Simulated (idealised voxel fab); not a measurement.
Process module name: voxel double patterning
Each square cell in cross-section cut measures 5 nm, and the section as a whole is 275 nm wide.
Cross-section = grid of square cells, listed top down in bands; band = one or more rows.
The band entry comprises the height of the band's top followed by the height of its bottom, expressed in nm, and subsequently the band's materials from left to right, each stated together with its width in nm. Where a single material is marked with the word "full width", that material fills the band from edge to edge. The word "blank" represents empty space.
Convention: height 0 is the level below which the wafer, as received, is all one material. The lowest band does not terminate at the bottom but continues downward, represented as "top 0, no bottom".
It should be noted that a width expressed as "30->40" varies in equal increments from row to row of cells within the band, taking the value of the first number at the top row and that of the second number at the bottom row.
It should be understood that the words "no modification", when stated for a given step, signify that the cross-section underwent no change in any of its cells during that step.
"Trapped cavities" lists enclosed empty spaces (at least 8 cells, no open path upward to the top), each as width x height at distance from the left edge, in nm.
Formally, on a step line, whatever follows the settings is a remark that the simulator itself makes on the step.
The setting "overlay nm" may be written on the line of a step. When the step uses a mask, the value reports how far to the right of the planned place the mask lay, and a negative value reports that it lay to the left.
THE STEPS PLANNED FOR THE PROCESS ARE AS FOLLOWS
step 1: RECEIVE [material Si]
step 2: CONFORMAL_DEP [material SiO2] [thk nm 10]
step 3: DIRECTIONAL_DEP [material W] [thk nm 15]
step 4: DIRECTIONAL_DEP [material SiCN] [thk nm 5]
step 5: PATTERN [tone open] [mask id FIRST] [material resist] [width nm 15] [pitch nm 50] [thk nm 15] [overlay nm 0]
step 6: DIRECTIONAL_ETCH [etch materials SiCN] [depth nm 5]
step 7: STRIP [etch materials resist]
step 8: PATTERN [tone open] [mask id SECOND] [material resist] [width nm 15] [pitch nm 50] [thk nm 15] [overlay nm 0]
step 9: DIRECTIONAL_ETCH [etch materials SiCN] [depth nm 5]
step 10: STRIP [etch materials resist]
step 11: DIRECTIONAL_ETCH [etch materials W] [depth nm 15]
step 12: STRIP [etch materials SiCN]
CROSS-SECTION: WAFER ON ARRIVAL = AFTER STEP 1
* top 0, no bottom: Si full width
* Trapped cavities: none
WAFER CROSS-SECTION AT END OF MODULE: START AND PLAN AS SHOWN ABOVE, ONE EXECUTION ERROR
* top 25, bottom 15: SiO2 full width
* top 15, bottom 0: W full width
* top 0, no bottom: Si full width
* Trapped cavities: none
Run error: step 2 ran in the slot meant for step 3, and vice versa
